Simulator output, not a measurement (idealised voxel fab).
You're looking at the process module voxel transistor to metal.
Section cut is 150 nm wide and gridded with 5 nm square cells.
Cross-section spec: square-cell grid; bands listed top down; each band is one or more rows.
Top height, bottom height, nm. Materials left to right, width each, nm. Single material + "throughout" = fills band edge to edge. "empty" = empty.
Basically, 0 is our baseline, since under it the wafer straight out of the box is all one material. The bottom band has no lower end and keeps on going down, so it looks like "0 -> down".
When a width is written as two numbers, as in "30 to 40", the first number is the width in the top row of cells of the band and the second is the width in its bottom row, and the width changes by the same amount from each row to the next.
For the purposes of this document, the phrase "no modification" attached to a step denotes that no cell within the cross-section was modified by that step.
Entry "Fully closed voids". Content: empty spaces with no open connection to the top, size 8 cells or greater. Each: width x height at distance. Distance: from left edge. Unit: nm.
If you see something after the settings on a step's line, that's the simulator's own remark about that step.
overlay nm: how far to the right of its planned place the mask lay on this masked step (negative: to the left).

These are the steps we planned for the process:
1,RECEIVE,material Si
2,OXIDIZE,depth nm 5
3,CONFORMAL_DEP,material SiN,thk nm 10
4,MASKED_ETCH,tone cover,mask id ACTIVE,width nm 95,etch materials SiN,depth nm 10,overlay nm 0
5,MASKED_ETCH,tone cover,mask id ACTIVE,width nm 95,etch materials SiO2,depth nm 5,overlay nm 0
6,MASKED_ETCH,tone cover,mask id ACTIVE,width nm 95,etch materials Si,depth nm 25,overlay nm 0
7,FILL_DEP,material SiO2,thk nm 15
8,CMP,height nm 10
9,SELECTIVE_ETCH,etch materials SiO2,depth nm 10
10,STRIP,etch materials SiN
11,SELECTIVE_ETCH,etch materials SiO2,depth nm 5
12,OXIDIZE,depth nm 5
13,DIRECTIONAL_DEP,material polySi,thk nm 25
14,DIRECTIONAL_DEP,material SiCN,thk nm 15
15,PATTERN,tone cover,mask id GATE,material resist,width nm 25,thk nm 20,overlay nm 0
16,DIRECTIONAL_ETCH,etch materials SiCN,depth nm 25
17,DIRECTIONAL_ETCH,etch materials polySi,depth nm 35
18,STRIP,etch materials resist
19,CONFORMAL_DEP,material SiO2,thk nm 5
20,DIRECTIONAL_ETCH,etch materials SiO2,depth nm 5
21,CONFORMAL_DEP,material SiN,thk nm 5
22,DIRECTIONAL_ETCH,etch materials SiN,depth nm 5
23,DIRECTIONAL_ETCH,etch materials SiO2,depth nm 5
24,DIRECTIONAL_ETCH,etch materials Si,depth nm 10
25,EPI,material SiGe,thk nm 10
26,FILL_DEP,material SiO2,thk nm 10
27,CMP,height nm 35
28,DIRECTIONAL_DEP,material SiO2,thk nm 10
29,MASKED_ETCH,tone open,mask id CONTACT,width nm 25,pitch nm 60,etch materials SiO2,depth nm 55,overlay nm 0
30,CONFORMAL_DEP,material TiN,thk nm 5
31,FILL_DEP,material Ru,thk nm 5
32,CMP,height nm 45
33,DIRECTIONAL_DEP,material TiN,thk nm 5
34,DIRECTIONAL_DEP,material Ru,thk nm 20
35,PATTERN,tone cover,mask id METAL_1,material resist,width nm 15,pitch nm 70,thk nm 20,overlay nm 0
36,DIRECTIONAL_ETCH,etch materials Ru,depth nm 20
37,DIRECTIONAL_ETCH,etch materials TiN,depth nm 5
38,STRIP,etch materials resist
39,CONFORMAL_DEP,material SiN,thk nm 5
40,FILL_DEP,material SiO2,thk nm 5
41,CMP,height nm 70
42,CONFORMAL_DEP,material SiN,thk nm 5

On the first of the two wafers: run conducted according to plan:

Cross-section of the incoming wafer, state after step 1:
  0 -> down  Si throughout
  Fully closed voids: none

Wafer after step 2 (cross-section):
  0 -> -5  SiO2 throughout
  Note: structure below -5 unchanged.

Wafer after step 3 (cross-section):
  10 -> 0  SiN throughout
  Note: structure below 0 unchanged.

Wafer after step 4 (cross-section):
  10 -> 0  25 of empty  95 of SiN  30 of empty
  Note: structure below 0 unchanged.

Wafer after step 5 (cross-section):
  10 -> 0  25 of empty  95 of SiN  30 of empty
  0 -> -5  25 of empty  95 of SiO2  30 of empty
  Note: structure below -5 unchanged.

Wafer after step 6 (cross-section):
  10 -> 0  25 of empty  95 of SiN  30 of empty
  0 -> -5  25 of empty  95 of SiO2  30 of empty
  -5 -> -30  25 of empty  95 of Si  30 of empty
  Note: structure below -30 unchanged.

Wafer after step 7 (cross-section):
  25 -> 10  SiO2 throughout
  10 -> 0  25 of SiO2  95 of SiN  30 of SiO2
  0 -> -5  SiO2 throughout
  -5 -> -30  25 of SiO2  95 of Si  30 of SiO2
  Note: structure below -30 unchanged.

Wafer after step 8 (cross-section):
  10 -> 0  25 of SiO2  95 of SiN  30 of SiO2
  Note: structure below 0 unchanged.

Wafer after step 9 (cross-section):
  10 -> 0  25 of empty  95 of SiN  30 of empty
  Note: structure below 0 unchanged.

Wafer after step 10 (cross-section):
  0 -> -5  SiO2 throughout
  Note: structure below -5 unchanged.

Wafer after step 11 (cross-section):
  -5 -> -30  25 of SiO2  95 of Si  30 of SiO2
  Note: structure below -30 unchanged.

Wafer after step 12 (cross-section):
  -5 -> -10  SiO2 throughout
  Note: structure below -10 unchanged.

Wafer after step 13 (cross-section):
  20 -> -5  polySi throughout
  Note: structure below -5 unchanged.

Wafer after step 14 (cross-section):
  35 -> 20  SiCN throughout
  Note: structure below 20 unchanged.

Wafer after step 15 (cross-section):
  55 -> 35  60 of empty  25 of resist  65 of empty
  Note: structure below 35 unchanged.

Wafer after step 16 (cross-section):
  55 -> 35  60 of empty  25 of resist  65 of empty
  35 -> 20  60 of empty  25 of SiCN  65 of empty
  Note: structure below 20 unchanged.

Wafer after step 17 (cross-section):
  55 -> 35  60 of empty  25 of resist  65 of empty
  35 -> 20  60 of empty  25 of SiCN  65 of empty
  20 -> -5  60 of empty  25 of polySi  65 of empty
  Note: structure below -5 unchanged.

Wafer after step 18 (cross-section):
  35 -> 20  60 of empty  25 of SiCN  65 of empty
  Note: structure below 20 unchanged.

Wafer after step 19 (cross-section):
  40 -> 35  55 of empty  35 of SiO2  60 of empty
  35 -> 20  55 of empty  5 of SiO2  25 of SiCN  5 of SiO2  60 of empty
  20 -> 0  55 of empty  5 of SiO2  25 of polySi  5 of SiO2  60 of empty
  0 -> -5  60 of SiO2  25 of polySi  65 of SiO2
  Note: structure below -5 unchanged.

Wafer after step 20 (cross-section):
  35 -> 20  55 of empty  5 of SiO2  25 of SiCN  5 of SiO2  60 of empty
  20 -> -5  55 of empty  5 of SiO2  25 of polySi  5 of SiO2  60 of empty
  Note: structure below -5 unchanged.

Wafer after step 21 (cross-section):
  40 -> 35  50 of empty  45 of SiN  55 of empty
  35 -> 20  50 of empty  5 of SiN  5 of SiO2  25 of SiCN  5 of SiO2  5 of SiN  55 of empty
  20 -> 0  50 of empty  5 of SiN  5 of SiO2  25 of polySi  5 of SiO2  5 of SiN  55 of empty
  0 -> -5  55 of SiN  5 of SiO2  25 of polySi  5 of SiO2  60 of SiN
  Note: structure below -5 unchanged.

Wafer after step 22 (cross-section):
  35 -> 20  50 of empty  5 of SiN  5 of SiO2  25 of SiCN  5 of SiO2  5 of SiN  55 of empty
  20 -> -5  50 of empty  5 of SiN  5 of SiO2  25 of polySi  5 of SiO2  5 of SiN  55 of empty
  Note: structure below -5 unchanged.

Wafer after step 23 (cross-section):
  35 -> 30  50 of empty  5 of SiN  5 of empty  25 of SiCN  5 of empty  5 of SiN  55 of empty
  30 -> 20  50 of empty  5 of SiN  5 of SiO2  25 of SiCN  5 of SiO2  5 of SiN  55 of empty
  20 -> -5  50 of empty  5 of SiN  5 of SiO2  25 of polySi  5 of SiO2  5 of SiN  55 of empty
  -5 -> -10  50 of empty  45 of SiO2  55 of empty
  Note: structure below -10 unchanged.

Wafer after step 24 (cross-section):
  35 -> 30  50 of empty  5 of SiN  5 of empty  25 of SiCN  5 of empty  5 of SiN  55 of empty
  30 -> 20  50 of empty  5 of SiN  5 of SiO2  25 of SiCN  5 of SiO2  5 of SiN  55 of empty
  20 -> -5  50 of empty  5 of SiN  5 of SiO2  25 of polySi  5 of SiO2  5 of SiN  55 of empty
  -5 -> -10  50 of empty  45 of SiO2  55 of empty
  -10 -> -20  25 of SiO2  25 of empty  45 of Si  25 of empty  30 of SiO2
  Note: structure below -20 unchanged.

Wafer after step 25 (cross-section):
  35 -> 30  50 of empty  5 of SiN  5 of empty  25 of SiCN  5 of empty  5 of SiN  55 of empty
  30 -> 20  50 of empty  5 of SiN  5 of SiO2  25 of SiCN  5 of SiO2  5 of SiN  55 of empty
  20 -> 0  50 of empty  5 of SiN  5 of SiO2  25 of polySi  5 of SiO2  5 of SiN  55 of empty
  0 -> -5  40 of empty  10 of SiGe  5 of SiN  5 of SiO2  25 of polySi  5 of SiO2  5 of SiN  10 of SiGe  45 of empty
  -5 -> -10  40 of empty  10 of SiGe  45 of SiO2  10 of SiGe  45 of empty
  -10 -> -20  25 of SiO2  25 of SiGe  45 of Si  25 of SiGe  30 of SiO2
  Note: structure below -20 unchanged.

Wafer after step 26 (cross-section):
  45 -> 35  SiO2 throughout
  35 -> 20  50 of SiO2  5 of SiN  5 of SiO2  25 of SiCN  5 of SiO2  5 of SiN  55 of SiO2
  20 -> 0  50 of SiO2  5 of SiN  5 of SiO2  25 of polySi  5 of SiO2  5 of SiN  55 of SiO2
  0 -> -5  40 of SiO2  10 of SiGe  5 of SiN  5 of SiO2  25 of polySi  5 of SiO2  5 of SiN  10 of SiGe  45 of SiO2
  -5 -> -10  40 of SiO2  10 of SiGe  45 of SiO2  10 of SiGe  45 of SiO2
  Note: structure below -10 unchanged.

Wafer after step 27 (cross-section):
  35 -> 20  50 of SiO2  5 of SiN  5 of SiO2  25 of SiCN  5 of SiO2  5 of SiN  55 of SiO2
  Note: structure below 20 unchanged.

Wafer after step 28 (cross-section):
  45 -> 35  SiO2 throughout
  Note: structure below 35 unchanged.

Wafer after step 29 (cross-section):
  45 -> 35  30 of SiO2  25 of empty  35 of SiO2  25 of empty  35 of SiO2
  35 -> 20  30 of SiO2  20 of empty  5 of SiN  5 of SiO2  25 of SiCN  5 of SiO2  5 of SiN  20 of empty  35 of SiO2
  20 -> 0  30 of SiO2  20 of empty  5 of SiN  5 of SiO2  25 of polySi  5 of SiO2  5 of SiN  20 of empty  35 of SiO2
  0 -> -5  30 of SiO2  10 of empty  10 of SiGe  5 of SiN  5 of SiO2  25 of polySi  5 of SiO2  5 of SiN  10 of SiGe  10 of empty  35 of SiO2
  -5 -> -10  30 of SiO2  10 of empty  10 of SiGe  45 of SiO2  10 of SiGe  10 of empty  35 of SiO2
  Note: structure below -10 unchanged.

Wafer after step 30 (cross-section):
  50 -> 45  35 of TiN  15 of empty  45 of TiN  15 of empty  40 of TiN
  45 -> 35  30 of SiO2  5 of TiN  15 to 10 of empty  5 to 10 of TiN  35 of SiO2  5 to 10 of TiN  15 to 10 of empty  5 of TiN  35 of SiO2
  35 -> 20  30 of SiO2  5 of TiN  10 of empty  5 of TiN  5 of SiN  5 of SiO2  25 of SiCN  5 of SiO2  5 of SiN  5 of TiN  10 of empty  5 of TiN  35 of SiO2
  20 -> 5  30 of SiO2  5 of TiN  10 of empty  5 of TiN  5 of SiN  5 of SiO2  25 of polySi  5 of SiO2  5 of SiN  5 of TiN  10 of empty  5 of TiN  35 of SiO2
  5 -> 0  30 of SiO2  20 of TiN  5 of SiN  5 of SiO2  25 of polySi  5 of SiO2  5 of SiN  20 of TiN  35 of SiO2
  0 -> -5  30 of SiO2  10 of TiN  10 of SiGe  5 of SiN  5 of SiO2  25 of polySi  5 of SiO2  5 of SiN  10 of SiGe  10 of TiN  35 of SiO2
  -5 -> -10  30 of SiO2  10 of TiN  10 of SiGe  45 of SiO2  10 of SiGe  10 of TiN  35 of SiO2
  Note: structure below -10 unchanged.

Wafer after step 31 (cross-section):
  55 -> 50  Ru throughout
  50 -> 45  35 of TiN  15 of Ru  45 of TiN  15 of Ru  40 of TiN
  45 -> 35  30 of SiO2  5 of TiN  15 to 10 of Ru  5 to 10 of TiN  35 of SiO2  5 to 10 of TiN  15 to 10 of Ru  5 of TiN  35 of SiO2
  35 -> 20  30 of SiO2  5 of TiN  10 of Ru  5 of TiN  5 of SiN  5 of SiO2  25 of SiCN  5 of SiO2  5 of SiN  5 of TiN  10 of Ru  5 of TiN  35 of SiO2
  20 -> 5  30 of SiO2  5 of TiN  10 of Ru  5 of TiN  5 of SiN  5 of SiO2  25 of polySi  5 of SiO2  5 of SiN  5 of TiN  10 of Ru  5 of TiN  35 of SiO2
  Note: structure below 5 unchanged.

Wafer after step 32 (cross-section):
  45 -> 35  30 of SiO2  5 of TiN  15 to 10 of Ru  5 to 10 of TiN  35 of SiO2  5 to 10 of TiN  15 to 10 of Ru  5 of TiN  35 of SiO2
  Note: structure below 35 unchanged.

Wafer after step 33 (cross-section):
  50 -> 45  TiN throughout
  Note: structure below 45 unchanged.

Wafer after step 34 (cross-section):
  70 -> 50  Ru throughout
  Note: structure below 50 unchanged.

Wafer after step 35 (cross-section):
  90 -> 70  30 of empty  15 of resist  55 of empty  15 of resist  35 of empty
  Note: structure below 70 unchanged.

Wafer after step 36 (cross-section):
  90 -> 70  30 of empty  15 of resist  55 of empty  15 of resist  35 of empty
  70 -> 50  30 of empty  15 of Ru  55 of empty  15 of Ru  35 of empty
  Note: structure below 50 unchanged.

Wafer after step 37 (cross-section):
  90 -> 70  30 of empty  15 of resist  55 of empty  15 of resist  35 of empty
  70 -> 50  30 of empty  15 of Ru  55 of empty  15 of Ru  35 of empty
  50 -> 45  30 of empty  15 of TiN  55 of empty  15 of TiN  35 of empty
  Note: structure below 45 unchanged.

Wafer after step 38 (cross-section):
  70 -> 50  30 of empty  15 of Ru  55 of empty  15 of Ru  35 of empty
  Note: structure below 50 unchanged.

Wafer after step 39 (cross-section):
  75 -> 70  25 of empty  25 of SiN  45 of empty  25 of SiN  30 of empty
  70 -> 50  25 of empty  5 of SiN  15 of Ru  5 of SiN  45 of empty  5 of SiN  15 of Ru  5 of SiN  30 of empty
  50 -> 45  30 of SiN  15 of TiN  55 of SiN  15 of TiN  35 of SiN
  Note: structure below 45 unchanged.

Wafer after step 40 (cross-section):
  80 -> 75  SiO2 throughout
  75 -> 70  25 of SiO2  25 of SiN  45 of SiO2  25 of SiN  30 of SiO2
  70 -> 50  25 of SiO2  5 of SiN  15 of Ru  5 of SiN  45 of SiO2  5 of SiN  15 of Ru  5 of SiN  30 of SiO2
  Note: structure below 50 unchanged.

Wafer after step 41 (cross-section):
  70 -> 50  25 of SiO2  5 of SiN  15 of Ru  5 of SiN  45 of SiO2  5 of SiN  15 of Ru  5 of SiN  30 of SiO2
  Note: structure below 50 unchanged.

Wafer after step 42 (cross-section):
  75 -> 70  SiN throughout
  Note: structure below 70 unchanged.

For the second wafer, take the first wafer's start and plan, then add one mistake made in running it; everything through step 12, that step included, is shared with the first:

Cross-sectional representation of the second wafer at the time designated in the plan for the completion of step 13:
  10 -> -5  polySi throughout
  Note: structure below -5 unchanged.

Cross-sectional representation of the second wafer at the time designated in the plan for the completion of step 14:
  25 -> 10  SiCN throughout
  Note: structure below 10 unchanged.

Cross-sectional representation of the second wafer at the time designated in the plan for the completion of step 15:
  45 -> 25  60 of empty  25 of resist  65 of empty
  Note: structure below 25 unchanged.

Cross-sectional representation of the second wafer at the time designated in the plan for the completion of step 16:
  45 -> 25  60 of empty  25 of resist  65 of empty
  25 -> 10  60 of empty  25 of SiCN  65 of empty
  Note: structure below 10 unchanged.

Cross-sectional representation of the second wafer at the time designated in the plan for the completion of step 17:
  45 -> 25  60 of empty  25 of resist  65 of empty
  25 -> 10  60 of empty  25 of SiCN  65 of empty
  10 -> -5  60 of empty  25 of polySi  65 of empty
  Note: structure below -5 unchanged.

Cross-sectional representation of the second wafer at the time designated in the plan for the completion of step 18:
  25 -> 10  60 of empty  25 of SiCN  65 of empty
  Note: structure below 10 unchanged.

Cross-sectional representation of the second wafer at the time designated in the plan for the completion of step 19:
  30 -> 25  55 of empty  35 of SiO2  60 of empty
  25 -> 10  55 of empty  5 of SiO2  25 of SiCN  5 of SiO2  60 of empty
  10 -> 0  55 of empty  5 of SiO2  25 of polySi  5 of SiO2  60 of empty
  0 -> -5  60 of SiO2  25 of polySi  65 of SiO2
  Note: structure below -5 unchanged.

Cross-sectional representation of the second wafer at the time designated in the plan for the completion of step 20:
  25 -> 10  55 of empty  5 of SiO2  25 of SiCN  5 of SiO2  60 of empty
  10 -> -5  55 of empty  5 of SiO2  25 of polySi  5 of SiO2  60 of empty
  Note: structure below -5 unchanged.

Cross-sectional representation of the second wafer at the time designated in the plan for the completion of step 21:
  30 -> 25  50 of empty  45 of SiN  55 of empty
  25 -> 10  50 of empty  5 of SiN  5 of SiO2  25 of SiCN  5 of SiO2  5 of SiN  55 of empty
  10 -> 0  50 of empty  5 of SiN  5 of SiO2  25 of polySi  5 of SiO2  5 of SiN  55 of empty
  0 -> -5  55 of SiN  5 of SiO2  25 of polySi  5 of SiO2  60 of SiN
  Note: structure below -5 unchanged.

Cross-sectional representation of the second wafer at the time designated in the plan for the completion of step 22:
  25 -> 10  50 of empty  5 of SiN  5 of SiO2  25 of SiCN  5 of SiO2  5 of SiN  55 of empty
  10 -> -5  50 of empty  5 of SiN  5 of SiO2  25 of polySi  5 of SiO2  5 of SiN  55 of empty
  Note: structure below -5 unchanged.

Cross-sectional representation of the second wafer at the time designated in the plan for the completion of step 23:
  25 -> 20  50 of empty  5 of SiN  5 of empty  25 of SiCN  5 of empty  5 of SiN  55 of empty
  20 -> 10  50 of empty  5 of SiN  5 of SiO2  25 of SiCN  5 of SiO2  5 of SiN  55 of empty
  10 -> -5  50 of empty  5 of SiN  5 of SiO2  25 of polySi  5 of SiO2  5 of SiN  55 of empty
  -5 -> -10  50 of empty  45 of SiO2  55 of empty
  Note: structure below -10 unchanged.

Cross-sectional representation of the second wafer at the time designated in the plan for the completion of step 24:
  25 -> 20  50 of empty  5 of SiN  5 of empty  25 of SiCN  5 of empty  5 of SiN  55 of empty
  20 -> 10  50 of empty  5 of SiN  5 of SiO2  25 of SiCN  5 of SiO2  5 of SiN  55 of empty
  10 -> -5  50 of empty  5 of SiN  5 of SiO2  25 of polySi  5 of SiO2  5 of SiN  55 of empty
  -5 -> -10  50 of empty  45 of SiO2  55 of empty
  -10 -> -20  25 of SiO2  25 of empty  45 of Si  25 of empty  30 of SiO2
  Note: structure below -20 unchanged.

Cross-sectional representation of the second wafer at the time designated in the plan for the completion of step 25:
  25 -> 20  50 of empty  5 of SiN  5 of empty  25 of SiCN  5 of empty  5 of SiN  55 of empty
  20 -> 10  50 of empty  5 of SiN  5 of SiO2  25 of SiCN  5 of SiO2  5 of SiN  55 of empty
  10 -> 0  50 of empty  5 of SiN  5 of SiO2  25 of polySi  5 of SiO2  5 of SiN  55 of empty
  0 -> -5  40 of empty  10 of SiGe  5 of SiN  5 of SiO2  25 of polySi  5 of SiO2  5 of SiN  10 of SiGe  45 of empty
  -5 -> -10  40 of empty  10 of SiGe  45 of SiO2  10 of SiGe  45 of empty
  -10 -> -20  25 of SiO2  25 of SiGe  45 of Si  25 of SiGe  30 of SiO2
  Note: structure below -20 unchanged.

Cross-sectional representation of the second wafer at the time designated in the plan for the completion of step 26:
  35 -> 25  SiO2 throughout
  25 -> 10  50 of SiO2  5 of SiN  5 of SiO2  25 of SiCN  5 of SiO2  5 of SiN  55 of SiO2
  10 -> 0  50 of SiO2  5 of SiN  5 of SiO2  25 of polySi  5 of SiO2  5 of SiN  55 of SiO2
  0 -> -5  40 of SiO2  10 of SiGe  5 of SiN  5 of SiO2  25 of polySi  5 of SiO2  5 of SiN  10 of SiGe  45 of SiO2
  -5 -> -10  40 of SiO2  10 of SiGe  45 of SiO2  10 of SiGe  45 of SiO2
  Note: structure below -10 unchanged.

Cross-sectional representation of the second wafer at the time designated in the plan for the completion of step 27: no modification

Cross-sectional representation of the second wafer at the time designated in the plan for the completion of step 28:
  45 -> 25  SiO2 throughout
  Note: structure below 25 unchanged.

Cross-sectional representation of the second wafer at the time designated in the plan for the completion of step 29:
  45 -> 25  30 of SiO2  25 of empty  35 of SiO2  25 of empty  35 of SiO2
  25 -> 10  30 of SiO2  20 of empty  5 of SiN  5 of SiO2  25 of SiCN  5 of SiO2  5 of SiN  20 of empty  35 of SiO2
  10 -> 0  30 of SiO2  20 of empty  5 of SiN  5 of SiO2  25 of polySi  5 of SiO2  5 of SiN  20 of empty  35 of SiO2
  0 -> -5  30 of SiO2  10 of empty  10 of SiGe  5 of SiN  5 of SiO2  25 of polySi  5 of SiO2  5 of SiN  10 of SiGe  10 of empty  35 of SiO2
  -5 -> -10  30 of SiO2  10 of empty  10 of SiGe  45 of SiO2  10 of SiGe  10 of empty  35 of SiO2
  Note: structure below -10 unchanged.

Cross-sectional representation of the second wafer at the time designated in the plan for the completion of step 30:
  50 -> 45  35 of TiN  15 of empty  45 of TiN  15 of empty  40 of TiN
  45 -> 30  30 of SiO2  5 of TiN  15 of empty  5 of TiN  35 of SiO2  5 of TiN  15 of empty  5 of TiN  35 of SiO2
  30 -> 25  30 of SiO2  5 of TiN  10 of empty  10 of TiN  35 of SiO2  10 of TiN  10 of empty  5 of TiN  35 of SiO2
  25 -> 10  30 of SiO2  5 of TiN  10 of empty  5 of TiN  5 of SiN  5 of SiO2  25 of SiCN  5 of SiO2  5 of SiN  5 of TiN  10 of empty  5 of TiN  35 of SiO2
  10 -> 5  30 of SiO2  5 of TiN  10 of empty  5 of TiN  5 of SiN  5 of SiO2  25 of polySi  5 of SiO2  5 of SiN  5 of TiN  10 of empty  5 of TiN  35 of SiO2
  5 -> 0  30 of SiO2  20 of TiN  5 of SiN  5 of SiO2  25 of polySi  5 of SiO2  5 of SiN  20 of TiN  35 of SiO2
  0 -> -5  30 of SiO2  10 of TiN  10 of SiGe  5 of SiN  5 of SiO2  25 of polySi  5 of SiO2  5 of SiN  10 of SiGe  10 of TiN  35 of SiO2
  -5 -> -10  30 of SiO2  10 of TiN  10 of SiGe  45 of SiO2  10 of SiGe  10 of TiN  35 of SiO2
  Note: structure below -10 unchanged.

Cross-sectional representation of the second wafer at the time designated in the plan for the completion of step 31:
  55 -> 50  Ru throughout
  50 -> 45  35 of TiN  15 of Ru  45 of TiN  15 of Ru  40 of TiN
  45 -> 30  30 of SiO2  5 of TiN  15 of Ru  5 of TiN  35 of SiO2  5 of TiN  15 of Ru  5 of TiN  35 of SiO2
  30 -> 25  30 of SiO2  5 of TiN  10 of Ru  10 of TiN  35 of SiO2  10 of TiN  10 of Ru  5 of TiN  35 of SiO2
  25 -> 10  30 of SiO2  5 of TiN  10 of Ru  5 of TiN  5 of SiN  5 of SiO2  25 of SiCN  5 of SiO2  5 of SiN  5 of TiN  10 of Ru  5 of TiN  35 of SiO2
  10 -> 5  30 of SiO2  5 of TiN  10 of Ru  5 of TiN  5 of SiN  5 of SiO2  25 of polySi  5 of SiO2  5 of SiN  5 of TiN  10 of Ru  5 of TiN  35 of SiO2
  Note: structure below 5 unchanged.

Cross-sectional representation of the second wafer at the time designated in the plan for the completion of step 32:
  45 -> 30  30 of SiO2  5 of TiN  15 of Ru  5 of TiN  35 of SiO2  5 of TiN  15 of Ru  5 of TiN  35 of SiO2
  Note: structure below 30 unchanged.

Cross-sectional representation of the second wafer at the time designated in the plan for the completion of step 33:
  50 -> 45  TiN throughout
  Note: structure below 45 unchanged.

Cross-sectional representation of the second wafer at the time designated in the plan for the completion of step 34:
  70 -> 50  Ru throughout
  Note: structure below 50 unchanged.

Cross-sectional representation of the second wafer at the time designated in the plan for the completion of step 35:
  90 -> 70  30 of empty  15 of resist  55 of empty  15 of resist  35 of empty
  Note: structure below 70 unchanged.

Cross-sectional representation of the second wafer at the time designated in the plan for the completion of step 36:
  90 -> 70  30 of empty  15 of resist  55 of empty  15 of resist  35 of empty
  70 -> 50  30 of empty  15 of Ru  55 of empty  15 of Ru  35 of empty
  Note: structure below 50 unchanged.

Cross-sectional representation of the second wafer at the time designated in the plan for the completion of step 37:
  90 -> 70  30 of empty  15 of resist  55 of empty  15 of resist  35 of empty
  70 -> 50  30 of empty  15 of Ru  55 of empty  15 of Ru  35 of empty
  50 -> 45  30 of empty  15 of TiN  55 of empty  15 of TiN  35 of empty
  Note: structure below 45 unchanged.

Cross-sectional representation of the second wafer at the time designated in the plan for the completion of step 38:
  70 -> 50  30 of empty  15 of Ru  55 of empty  15 of Ru  35 of empty
  Note: structure below 50 unchanged.

Cross-sectional representation of the second wafer at the time designated in the plan for the completion of step 39:
  75 -> 70  25 of empty  25 of SiN  45 of empty  25 of SiN  30 of empty
  70 -> 50  25 of empty  5 of SiN  15 of Ru  5 of SiN  45 of empty  5 of SiN  15 of Ru  5 of SiN  30 of empty
  50 -> 45  30 of SiN  15 of TiN  55 of SiN  15 of TiN  35 of SiN
  Note: structure below 45 unchanged.

Cross-sectional representation of the second wafer at the time designated in the plan for the completion of step 40:
  80 -> 75  SiO2 throughout
  75 -> 70  25 of SiO2  25 of SiN  45 of SiO2  25 of SiN  30 of SiO2
  70 -> 50  25 of SiO2  5 of SiN  15 of Ru  5 of SiN  45 of SiO2  5 of SiN  15 of Ru  5 of SiN  30 of SiO2
  Note: structure below 50 unchanged.

Cross-sectional representation of the second wafer at the time designated in the plan for the completion of step 41:
  70 -> 50  25 of SiO2  5 of SiN  15 of Ru  5 of SiN  45 of SiO2  5 of SiN  15 of Ru  5 of SiN  30 of SiO2
  Note: structure below 50 unchanged.

Cross-sectional representation of the second wafer at the time designated in the plan for the completion of step 42:
  75 -> 70  SiN throughout
  Note: structure below 70 unchanged.
Run error: so step 13 ended up running with a different setting than we planned, it ran as DIRECTIONAL_DEP,material polySi,thk nm 15
Final comparison by cell count, materials where the second wafer has more or fewer than the first: Ru +4; SiN -4; SiO2 +10; polySi -10
